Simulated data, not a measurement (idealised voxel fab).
Name of the process module below: voxel quadruple lines
Section shown: cut. Width: 280 nm. Cell size: 5 nm, square.
Notation: cross-section as square-cell grid; stated in bands, top first, going down; one or more cell rows per band.
Within each band entry, the heights of the top and of the bottom of the band appear first, in that order and in nm; the materials of the band then follow from left to right, each with its corresponding width in nm. The designation "edge to edge" on a single material indicates that it fills the band from edge to edge; the designation "empty" indicates empty space.
Measure heights from 0. That's the level where, below it, the as-received wafer is all one material. The lowest band is bottomless and extends downward; write it as in "0 down".
Graded width ("30..40"): value in top row of band = first number; value in bottom row = second number; row-to-row change constant.
"no change occurred" for a step: no cell of the cross-section changed in that step.
Look at "Catalogued sealed voids" for the closed voids: empty spaces with no open path to the top, sized 8 cells or up. Each is width x height at distance, distance from the left edge, all nm.
after a step's settings: what the simulator itself notes on the step
overlay nm: how far to the right of its planned place the mask lay on this masked step (negative: to the left).
## The steps planned for the process are as follows
| 1 | RECEIVE [material Si] |
| 2 | CONFORMAL_DEP [material SiO2] [thk nm 10] |
| 3 | DIRECTIONAL_DEP [material W] [thk nm 15] |
| 4 | DIRECTIONAL_DEP [material polySi] [thk nm 20] |
| 5 | DIRECTIONAL_DEP [material aC] [thk nm 20] |
| 6 | PATTERN [tone cover] [mask id MANDREL] [material resist] [width nm 30] [thk nm 25] [overlay nm 0] |
| 7 | DIRECTIONAL_ETCH [etch materials aC] [depth nm 20] |
| 8 | STRIP [etch materials resist] |
| 9 | CONFORMAL_DEP [material SiO2] [thk nm 10] |
| 10 | DIRECTIONAL_ETCH [etch materials SiO2] [depth nm 10] |
| 11 | STRIP [etch materials aC] |
| 12 | DIRECTIONAL_ETCH [etch materials polySi] [depth nm 20] |
| 13 | STRIP [etch materials SiO2] |
| 14 | CONFORMAL_DEP [material SiN] [thk nm 10] |
| 15 | DIRECTIONAL_ETCH [etch materials SiN] [depth nm 10] |
| 16 | STRIP [etch materials polySi] |
| 17 | DIRECTIONAL_ETCH [etch materials W] [depth nm 15] |
| 18 | STRIP [etch materials SiN] |
## Wafer, first of two, run as planned
## This is the cross-section of the wafer as we received it, i.e. after step 1
* 0 down | Si edge to edge
* Catalogued sealed voids: none
## Cross-section of the wafer after step 2
* 10 to 0 | SiO2 edge to edge
* Under 0: no change, same as before.
## Cross-section of the wafer after step 3
* 25 to 10 | W edge to edge
* Under 10: no change, same as before.
## Cross-section of the wafer after step 4
* 45 to 25 | polySi edge to edge
* Under 25: no change, same as before.
## Cross-section of the wafer after step 5
* 65 to 45 | aC edge to edge
* Under 45: no change, same as before.
## Cross-section of the wafer after step 6
* 90 to 65 | empty 125 nm, resist 30 nm, empty 125 nm
* Under 65: no change, same as before.
## Cross-section of the wafer after step 7
* 70 to 65 | empty 125 nm, resist 30 nm, empty 125 nm
* 65 to 45 | empty 125 nm, aC 30 nm, empty 125 nm
* Under 45: no change, same as before.
## Cross-section of the wafer after step 8
* 65 to 45 | empty 125 nm, aC 30 nm, empty 125 nm
* Under 45: no change, same as before.
## Cross-section of the wafer after step 9
* 75 to 65 | empty 115 nm, SiO2 50 nm, empty 115 nm
* 65 to 55 | empty 115 nm, SiO2 10 nm, aC 30 nm, SiO2 10 nm, empty 115 nm
* 55 to 45 | SiO2 125 nm, aC 30 nm, SiO2 125 nm
* Under 45: no change, same as before.
## Cross-section of the wafer after step 10
* 65 to 45 | empty 115 nm, SiO2 10 nm, aC 30 nm, SiO2 10 nm, empty 115 nm
* Under 45: no change, same as before.
## Cross-section of the wafer after step 11
* 65 to 45 | empty 115 nm, SiO2 10 nm, empty 30 nm, SiO2 10 nm, empty 115 nm
* Under 45: no change, same as before.
## Cross-section of the wafer after step 12
* 65 to 45 | empty 115 nm, SiO2 10 nm, empty 30 nm, SiO2 10 nm, empty 115 nm
* 45 to 25 | empty 115 nm, polySi 10 nm, empty 30 nm, polySi 10 nm, empty 115 nm
* Under 25: no change, same as before.
## Cross-section of the wafer after step 13
* 45 to 25 | empty 115 nm, polySi 10 nm, empty 30 nm, polySi 10 nm, empty 115 nm
* Under 25: no change, same as before.
## Cross-section of the wafer after step 14
* 55 to 45 | empty 105 nm, SiN 30 nm, empty 10 nm, SiN 30 nm, empty 105 nm
* 45 to 35 | empty 105 nm, SiN 10 nm, polySi 10 nm, SiN 10 nm, empty 10 nm, SiN 10 nm, polySi 10 nm, SiN 10 nm, empty 105 nm
* 35 to 25 | SiN 115 nm, polySi 10 nm, SiN 30 nm, polySi 10 nm, SiN 115 nm
* Under 25: no change, same as before.
## Cross-section of the wafer after step 15
* 45 to 25 | empty 105 nm, SiN 10 nm, polySi 10 nm, SiN 10 nm, empty 10 nm, SiN 10 nm, polySi 10 nm, SiN 10 nm, empty 105 nm
* Under 25: no change, same as before.
## Cross-section of the wafer after step 16
* 45 to 25 | empty 105 nm, SiN 10 nm, empty 10 nm, SiN 10 nm, empty 10 nm, SiN 10 nm, empty 10 nm, SiN 10 nm, empty 105 nm
* Under 25: no change, same as before.
## Cross-section of the wafer after step 17
* 45 to 25 | empty 105 nm, SiN 10 nm, empty 10 nm, SiN 10 nm, empty 10 nm, SiN 10 nm, empty 10 nm, SiN 10 nm, empty 105 nm
* 25 to 10 | empty 105 nm, W 10 nm, empty 10 nm, W 10 nm, empty 10 nm, W 10 nm, empty 10 nm, W 10 nm, empty 105 nm
* Under 10: no change, same as before.
## Cross-section of the wafer after step 18
* 25 to 10 | empty 105 nm, W 10 nm, empty 10 nm, W 10 nm, empty 10 nm, W 10 nm, empty 10 nm, W 10 nm, empty 105 nm
* Under 10: no change, same as before.
## For the second wafer, take the first wafer's start and plan, then add one mistake made in running it; everything through step 5, that step included, is shared with the first
## X-section, second wafer, when step 6 was due to finish
* 90 to 65 | empty 135 nm, resist 30 nm, empty 115 nm
* Under 65: no change, same as before.
## X-section, second wafer, when step 7 was due to finish
* 70 to 65 | empty 135 nm, resist 30 nm, empty 115 nm
* 65 to 45 | empty 135 nm, aC 30 nm, empty 115 nm
* Under 45: no change, same as before.
## X-section, second wafer, when step 8 was due to finish
* 65 to 45 | empty 135 nm, aC 30 nm, empty 115 nm
* Under 45: no change, same as before.
## X-section, second wafer, when step 9 was due to finish
* 75 to 65 | empty 125 nm, SiO2 50 nm, empty 105 nm
* 65 to 55 | empty 125 nm, SiO2 10 nm, aC 30 nm, SiO2 10 nm, empty 105 nm
* 55 to 45 | SiO2 135 nm, aC 30 nm, SiO2 115 nm
* Under 45: no change, same as before.
## X-section, second wafer, when step 10 was due to finish
* 65 to 45 | empty 125 nm, SiO2 10 nm, aC 30 nm, SiO2 10 nm, empty 105 nm
* Under 45: no change, same as before.
## X-section, second wafer, when step 11 was due to finish
* 65 to 45 | empty 125 nm, SiO2 10 nm, empty 30 nm, SiO2 10 nm, empty 105 nm
* Under 45: no change, same as before.
## X-section, second wafer, when step 12 was due to finish
* 65 to 45 | empty 125 nm, SiO2 10 nm, empty 30 nm, SiO2 10 nm, empty 105 nm
* 45 to 25 | empty 125 nm, polySi 10 nm, empty 30 nm, polySi 10 nm, empty 105 nm
* Under 25: no change, same as before.
## X-section, second wafer, when step 13 was due to finish
* 45 to 25 | empty 125 nm, polySi 10 nm, empty 30 nm, polySi 10 nm, empty 105 nm
* Under 25: no change, same as before.
## X-section, second wafer, when step 14 was due to finish
* 55 to 45 | empty 115 nm, SiN 30 nm, empty 10 nm, SiN 30 nm, empty 95 nm
* 45 to 35 | empty 115 nm, SiN 10 nm, polySi 10 nm, SiN 10 nm, empty 10 nm, SiN 10 nm, polySi 10 nm, SiN 10 nm, empty 95 nm
* 35 to 25 | SiN 125 nm, polySi 10 nm, SiN 30 nm, polySi 10 nm, SiN 105 nm
* Under 25: no change, same as before.
## X-section, second wafer, when step 15 was due to finish
* 45 to 25 | empty 115 nm, SiN 10 nm, polySi 10 nm, SiN 10 nm, empty 10 nm, SiN 10 nm, polySi 10 nm, SiN 10 nm, empty 95 nm
* Under 25: no change, same as before.
## X-section, second wafer, when step 16 was due to finish
* 45 to 25 | empty 115 nm, SiN 10 nm, empty 10 nm, SiN 10 nm, empty 10 nm, SiN 10 nm, empty 10 nm, SiN 10 nm, empty 95 nm
* Under 25: no change, same as before.
## X-section, second wafer, when step 17 was due to finish
* 45 to 25 | empty 115 nm, SiN 10 nm, empty 10 nm, SiN 10 nm, empty 10 nm, SiN 10 nm, empty 10 nm, SiN 10 nm, empty 95 nm
* 25 to 10 | empty 115 nm, W 10 nm, empty 10 nm, W 10 nm, empty 10 nm, W 10 nm, empty 10 nm, W 10 nm, empty 95 nm
* Under 10: no change, same as before.
## X-section, second wafer, when step 18 was due to finish
* 25 to 10 | empty 115 nm, W 10 nm, empty 10 nm, W 10 nm, empty 10 nm, W 10 nm, empty 10 nm, W 10 nm, empty 95 nm
* Under 10: no change, same as before.
In executing the process, a mistake was made relative to the plan: step 6 off recipe, ran as PATTERN [tone cover] [mask id MANDREL] [material resist] [width nm 30] [thk nm 25] [overlay nm 10]
In the final comparison it is observed that the number of cells assigned to each material is identical for the two wafers, whereas their placement is not.
